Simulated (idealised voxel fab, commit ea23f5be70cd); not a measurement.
The name of this process module is voxel gate over fins.
For reference, the cross-section in this document is cut, with width 170 nm and square cells of 5 nm.
Cross-section, as written here: a square-cell grid given band by band from the top down, where a band holds one or more rows of cells.
Heights first: top, then bottom, in nm. Then materials, left to right, each with a width in nm. "full width" on a single material: fills the band edge to edge. "air": empty space.
Counting heights begins at 0, where everything beneath is, in the wafer as received, one material. The lowest band has no bottom; it goes on downwards, as "z 0 and below" shows.
The two numbers in a width such as "30->40" mark its ends across the band: the first belongs to the top row of cells, the second to the bottom row, and from each row to the next the width moves by the same amount.
Step marked "same as before"? Then no cell in the cross-section changed in it.
So "Enclosed void listing" is basically the list of trapped voids: any empty space of 8 cells or more that can't reach the top through an opening. They're written width x height at distance, the distance being from the left edge, and it's all nm.
Post-settings text on a step line: simulator's own remark regarding the step.
overlay nm: mask offset rightward from planned place, masked step; negative means leftward offset.
# The planned process steps are enumerated hereunder
1. RECEIVE with material Si
2. CONFORMAL_DEP with material SiN, thk nm 5
3. DIRECTIONAL_DEP with material aC, thk nm 15
4. PATTERN with tone cover, mask id FINS, material resist, width nm 15, pitch nm 50, thk nm 30, overlay nm 0
5. DIRECTIONAL_ETCH with etch materials aC, depth nm 15
6. STRIP with etch materials resist
7. DIRECTIONAL_ETCH with etch materials SiN, depth nm 5
8. DIRECTIONAL_ETCH with etch materials Si, depth nm 30
9. STRIP with etch materials aC
10. FILL_DEP with material SiO2, thk nm 5
11. CMP with height nm 5
12. DIRECTIONAL_DEP with material aC, thk nm 10
13. PATTERN with tone open, mask id RAIL, material resist, width nm 15, thk nm 30, overlay nm 0
14. DIRECTIONAL_ETCH with etch materials aC, depth nm 10
15. STRIP with etch materials resist
16. DIRECTIONAL_ETCH with etch materials SiO2, depth nm 30
17. STRIP with etch materials aC
18. CONFORMAL_DEP with material TiN, thk nm 5
19. FILL_DEP with material W, thk nm 5
20. CMP with height nm 5
21. SELECTIVE_ETCH with etch materials W Ru TiN, depth nm 25
22. FILL_DEP with material SiO2, thk nm 5
23. CMP with height nm 5
24. SELECTIVE_ETCH with etch materials SiO2, depth nm 20
25. STRIP with etch materials SiN
26. CONFORMAL_DEP with material HfO2, thk nm 5
27. CONFORMAL_DEP with material TiN, thk nm 5
28. FILL_DEP with material W, thk nm 10
29. CMP with height nm 15
30. CONFORMAL_DEP with material SiN, thk nm 10
# First of two wafers - as planned
# Wafer at receipt (post step 1), cross-section
- z 0 and below: Si full width
- Enclosed void listing: none
# State of the wafer after step 2, shown in cross-section
- z 5 to 0: SiN full width
- No changes below 0.
# State of the wafer after step 3, shown in cross-section
- z 20 to 5: aC full width
- No changes below 5.
# State of the wafer after step 4, shown in cross-section
- z 50 to 20: air 50 nm  resist 15 nm  air 35 nm  resist 15 nm  air 55 nm
- No changes below 20.
# State of the wafer after step 5, shown in cross-section
- z 35 to 20: air 50 nm  resist 15 nm  air 35 nm  resist 15 nm  air 55 nm
- z 20 to 5: air 50 nm  aC 15 nm  air 35 nm  aC 15 nm  air 55 nm
- No changes below 5.
# State of the wafer after step 6, shown in cross-section
- z 20 to 5: air 50 nm  aC 15 nm  air 35 nm  aC 15 nm  air 55 nm
- No changes below 5.
# State of the wafer after step 7, shown in cross-section
- z 20 to 5: air 50 nm  aC 15 nm  air 35 nm  aC 15 nm  air 55 nm
- z 5 to 0: air 50 nm  SiN 15 nm  air 35 nm  SiN 15 nm  air 55 nm
- No changes below 0.
# State of the wafer after step 8, shown in cross-section
- z 20 to 5: air 50 nm  aC 15 nm  air 35 nm  aC 15 nm  air 55 nm
- z 5 to 0: air 50 nm  SiN 15 nm  air 35 nm  SiN 15 nm  air 55 nm
- z 0 to -30: air 50 nm  Si 15 nm  air 35 nm  Si 15 nm  air 55 nm
- No changes below -30.
# State of the wafer after step 9, shown in cross-section
- z 5 to 0: air 50 nm  SiN 15 nm  air 35 nm  SiN 15 nm  air 55 nm
- No changes below 0.
# State of the wafer after step 10, shown in cross-section
- z 10 to 5: SiO2 full width
- z 5 to 0: SiO2 50 nm  SiN 15 nm  SiO2 35 nm  SiN 15 nm  SiO2 55 nm
- z 0 to -30: SiO2 50 nm  Si 15 nm  SiO2 35 nm  Si 15 nm  SiO2 55 nm
- No changes below -30.
# State of the wafer after step 11, shown in cross-section
- z 5 to 0: SiO2 50 nm  SiN 15 nm  SiO2 35 nm  SiN 15 nm  SiO2 55 nm
- No changes below 0.
# State of the wafer after step 12, shown in cross-section
- z 15 to 5: aC full width
- No changes below 5.
# State of the wafer after step 13, shown in cross-section
- z 45 to 15: resist 75 nm  air 15 nm  resist 80 nm
- No changes below 15.
# State of the wafer after step 14, shown in cross-section
- z 35 to 15: resist 75 nm  air 15 nm  resist 80 nm
- z 15 to 5: aC 75 nm  air 15 nm  aC 80 nm
- No changes below 5.
# State of the wafer after step 15, shown in cross-section
- z 15 to 5: aC 75 nm  air 15 nm  aC 80 nm
- No changes below 5.
# State of the wafer after step 16, shown in cross-section
- z 15 to 5: aC 75 nm  air 15 nm  aC 80 nm
- z 5 to 0: SiO2 50 nm  SiN 15 nm  SiO2 10 nm  air 15 nm  SiO2 10 nm  SiN 15 nm  SiO2 55 nm
- z 0 to -25: SiO2 50 nm  Si 15 nm  SiO2 10 nm  air 15 nm  SiO2 10 nm  Si 15 nm  SiO2 55 nm
- No changes below -25.
# State of the wafer after step 17, shown in cross-section
- z 5 to 0: SiO2 50 nm  SiN 15 nm  SiO2 10 nm  air 15 nm  SiO2 10 nm  SiN 15 nm  SiO2 55 nm
- No changes below 0.
# State of the wafer after step 18, shown in cross-section
- z 10 to 5: TiN 80 nm  air 5 nm  TiN 85 nm
- z 5 to 0: SiO2 50 nm  SiN 15 nm  SiO2 10 nm  TiN 5 nm  air 5 nm  TiN 5 nm  SiO2 10 nm  SiN 15 nm  SiO2 55 nm
- z 0 to -20: SiO2 50 nm  Si 15 nm  SiO2 10 nm  TiN 5 nm  air 5 nm  TiN 5 nm  SiO2 10 nm  Si 15 nm  SiO2 55 nm
- z -20 to -25: SiO2 50 nm  Si 15 nm  SiO2 10 nm  TiN 15 nm  SiO2 10 nm  Si 15 nm  SiO2 55 nm
- No changes below -25.
# State of the wafer after step 19, shown in cross-section
- z 15 to 10: W full width
- z 10 to 5: TiN 80 nm  W 5 nm  TiN 85 nm
- z 5 to 0: SiO2 50 nm  SiN 15 nm  SiO2 10 nm  TiN 5 nm  W 5 nm  TiN 5 nm  SiO2 10 nm  SiN 15 nm  SiO2 55 nm
- z 0 to -20: SiO2 50 nm  Si 15 nm  SiO2 10 nm  TiN 5 nm  W 5 nm  TiN 5 nm  SiO2 10 nm  Si 15 nm  SiO2 55 nm
- No changes below -20.
# State of the wafer after step 20, shown in cross-section
- z 5 to 0: SiO2 50 nm  SiN 15 nm  SiO2 10 nm  TiN 5 nm  W 5 nm  TiN 5 nm  SiO2 10 nm  SiN 15 nm  SiO2 55 nm
- No changes below 0.
# State of the wafer after step 21, shown in cross-section
- z 5 to 0: SiO2 50 nm  SiN 15 nm  SiO2 10 nm  air 15 nm  SiO2 10 nm  SiN 15 nm  SiO2 55 nm
- z 0 to -20: SiO2 50 nm  Si 15 nm  SiO2 10 nm  air 15 nm  SiO2 10 nm  Si 15 nm  SiO2 55 nm
- No changes below -20.
# State of the wafer after step 22, shown in cross-section
- z 10 to 5: SiO2 full width
- z 5 to 0: SiO2 50 nm  SiN 15 nm  SiO2 35 nm  SiN 15 nm  SiO2 55 nm
- z 0 to -20: SiO2 50 nm  Si 15 nm  SiO2 35 nm  Si 15 nm  SiO2 55 nm
- No changes below -20.
# State of the wafer after step 23, shown in cross-section
- z 5 to 0: SiO2 50 nm  SiN 15 nm  SiO2 35 nm  SiN 15 nm  SiO2 55 nm
- No changes below 0.
# State of the wafer after step 24, shown in cross-section
- z 5 to 0: air 50 nm  SiN 15 nm  air 35 nm  SiN 15 nm  air 55 nm
- z 0 to -15: air 50 nm  Si 15 nm  air 35 nm  Si 15 nm  air 55 nm
- No changes below -15.
# State of the wafer after step 25, shown in cross-section
- z 0 to -15: air 50 nm  Si 15 nm  air 35 nm  Si 15 nm  air 55 nm
- No changes below -15.
# State of the wafer after step 26, shown in cross-section
- z 5 to 0: air 45 nm  HfO2 25 nm  air 25 nm  HfO2 25 nm  air 50 nm
- z 0 to -10: air 45 nm  HfO2 5 nm  Si 15 nm  HfO2 5 nm  air 25 nm  HfO2 5 nm  Si 15 nm  HfO2 5 nm  air 50 nm
- z -10 to -15: HfO2 50 nm  Si 15 nm  HfO2 35 nm  Si 15 nm  HfO2 55 nm
- No changes below -15.
# State of the wafer after step 27, shown in cross-section
- z 10 to 5: air 40 nm  TiN 35 nm  air 15 nm  TiN 35 nm  air 45 nm
- z 5 to 0: air 40 nm  TiN 5 nm  HfO2 25 nm  TiN 5 nm  air 15 nm  TiN 5 nm  HfO2 25 nm  TiN 5 nm  air 45 nm
- z 0 to -5: air 40 nm  TiN 5 nm  HfO2 5 nm  Si 15 nm  HfO2 5 nm  TiN 5 nm  air 15 nm  TiN 5 nm  HfO2 5 nm  Si 15 nm  HfO2 5 nm  TiN 5 nm  air 45 nm
- z -5 to -10: TiN 45 nm  HfO2 5 nm  Si 15 nm  HfO2 5 nm  TiN 25 nm  HfO2 5 nm  Si 15 nm  HfO2 5 nm  TiN 50 nm
- No changes below -10.
# State of the wafer after step 28, shown in cross-section
- z 20 to 10: W full width
- z 10 to 5: W 40 nm  TiN 35 nm  W 15 nm  TiN 35 nm  W 45 nm
- z 5 to 0: W 40 nm  TiN 5 nm  HfO2 25 nm  TiN 5 nm  W 15 nm  TiN 5 nm  HfO2 25 nm  TiN 5 nm  W 45 nm
- z 0 to -5: W 40 nm  TiN 5 nm  HfO2 5 nm  Si 15 nm  HfO2 5 nm  TiN 5 nm  W 15 nm  TiN 5 nm  HfO2 5 nm  Si 15 nm  HfO2 5 nm  TiN 5 nm  W 45 nm
- No changes below -5.
# State of the wafer after step 29, shown in cross-section
- z 15 to 10: W full width
- No changes below 10.
# State of the wafer after step 30, shown in cross-section
- z 25 to 15: SiN full width
- No changes below 15.
# The Second Wafer: Common Origin and Plan, One Mistake in Execution, Identical to the First Through Step 18
# when step 19 should have ended
- z 15 to 10: SiN full width
- z 10 to 5: TiN 80 nm  SiN 5 nm  TiN 85 nm
- z 5 to 0: SiO2 50 nm  SiN 15 nm  SiO2 10 nm  TiN 5 nm  SiN 5 nm  TiN 5 nm  SiO2 10 nm  SiN 15 nm  SiO2 55 nm
- z 0 to -20: SiO2 50 nm  Si 15 nm  SiO2 10 nm  TiN 5 nm  SiN 5 nm  TiN 5 nm  SiO2 10 nm  Si 15 nm  SiO2 55 nm
- No changes below -20.
# when step 20 should have ended
- z 5 to 0: SiO2 50 nm  SiN 15 nm  SiO2 10 nm  TiN 5 nm  SiN 5 nm  TiN 5 nm  SiO2 10 nm  SiN 15 nm  SiO2 55 nm
- No changes below 0.
# when step 21 should have ended
- z 5 to 0: SiO2 50 nm  SiN 15 nm  SiO2 10 nm  air 5 nm  SiN 5 nm  air 5 nm  SiO2 10 nm  SiN 15 nm  SiO2 55 nm
- z 0 to -20: SiO2 50 nm  Si 15 nm  SiO2 10 nm  air 5 nm  SiN 5 nm  air 5 nm  SiO2 10 nm  Si 15 nm  SiO2 55 nm
- No changes below -20.
# when step 22 should have ended
- z 10 to 5: SiO2 full width
- z 5 to 0: SiO2 50 nm  SiN 15 nm  SiO2 15 nm  SiN 5 nm  SiO2 15 nm  SiN 15 nm  SiO2 55 nm
- z 0 to -20: SiO2 50 nm  Si 15 nm  SiO2 15 nm  SiN 5 nm  SiO2 15 nm  Si 15 nm  SiO2 55 nm
- No changes below -20.
# when step 23 should have ended
- z 5 to 0: SiO2 50 nm  SiN 15 nm  SiO2 15 nm  SiN 5 nm  SiO2 15 nm  SiN 15 nm  SiO2 55 nm
- No changes below 0.
# when step 24 should have ended
- z 5 to 0: air 50 nm  SiN 15 nm  air 15 nm  SiN 5 nm  air 15 nm  SiN 15 nm  air 55 nm
- z 0 to -15: air 50 nm  Si 15 nm  air 15 nm  SiN 5 nm  air 15 nm  Si 15 nm  air 55 nm
- No changes below -15.
# when step 25 should have ended
- z 0 to -15: air 50 nm  Si 15 nm  air 35 nm  Si 15 nm  air 55 nm
- z -15 to -20: SiO2 50 nm  Si 15 nm  SiO2 15 nm  air 5 nm  SiO2 15 nm  Si 15 nm  SiO2 55 nm
- No changes below -20.
# when step 26 should have ended
- z 5 to 0: air 45 nm  HfO2 25 nm  air 25 nm  HfO2 25 nm  air 50 nm
- z 0 to -10: air 45 nm  HfO2 5 nm  Si 15 nm  HfO2 5 nm  air 25 nm  HfO2 5 nm  Si 15 nm  HfO2 5 nm  air 50 nm
- z -10 to -15: HfO2 50 nm  Si 15 nm  HfO2 35 nm  Si 15 nm  HfO2 55 nm
- z -15 to -20: SiO2 50 nm  Si 15 nm  SiO2 15 nm  HfO2 5 nm  SiO2 15 nm  Si 15 nm  SiO2 55 nm
- No changes below -20.
# when step 27 should have ended
- z 10 to 5: air 40 nm  TiN 35 nm  air 15 nm  TiN 35 nm  air 45 nm
- z 5 to 0: air 40 nm  TiN 5 nm  HfO2 25 nm  TiN 5 nm  air 15 nm  TiN 5 nm  HfO2 25 nm  TiN 5 nm  air 45 nm
- z 0 to -5: air 40 nm  TiN 5 nm  HfO2 5 nm  Si 15 nm  HfO2 5 nm  TiN 5 nm  air 15 nm  TiN 5 nm  HfO2 5 nm  Si 15 nm  HfO2 5 nm  TiN 5 nm  air 45 nm
- z -5 to -10: TiN 45 nm  HfO2 5 nm  Si 15 nm  HfO2 5 nm  TiN 25 nm  HfO2 5 nm  Si 15 nm  HfO2 5 nm  TiN 50 nm
- No changes below -10.
# when step 28 should have ended
- z 20 to 10: W full width
- z 10 to 5: W 40 nm  TiN 35 nm  W 15 nm  TiN 35 nm  W 45 nm
- z 5 to 0: W 40 nm  TiN 5 nm  HfO2 25 nm  TiN 5 nm  W 15 nm  TiN 5 nm  HfO2 25 nm  TiN 5 nm  W 45 nm
- z 0 to -5: W 40 nm  TiN 5 nm  HfO2 5 nm  Si 15 nm  HfO2 5 nm  TiN 5 nm  W 15 nm  TiN 5 nm  HfO2 5 nm  Si 15 nm  HfO2 5 nm  TiN 5 nm  W 45 nm
- No changes below -5.
# when step 29 should have ended
- z 15 to 10: W full width
- No changes below 10.
# when step 30 should have ended
- z 25 to 15: SiN full width
- No changes below 15.
Against the plan, the run slipped here: step 19 ran with different settings than intended, the actual operation and settings being FILL_DEP with material SiN, thk nm 5
Final wafer comparison in cells, second versus first, more or fewer per material: +1 HfO2; -1 SiO2
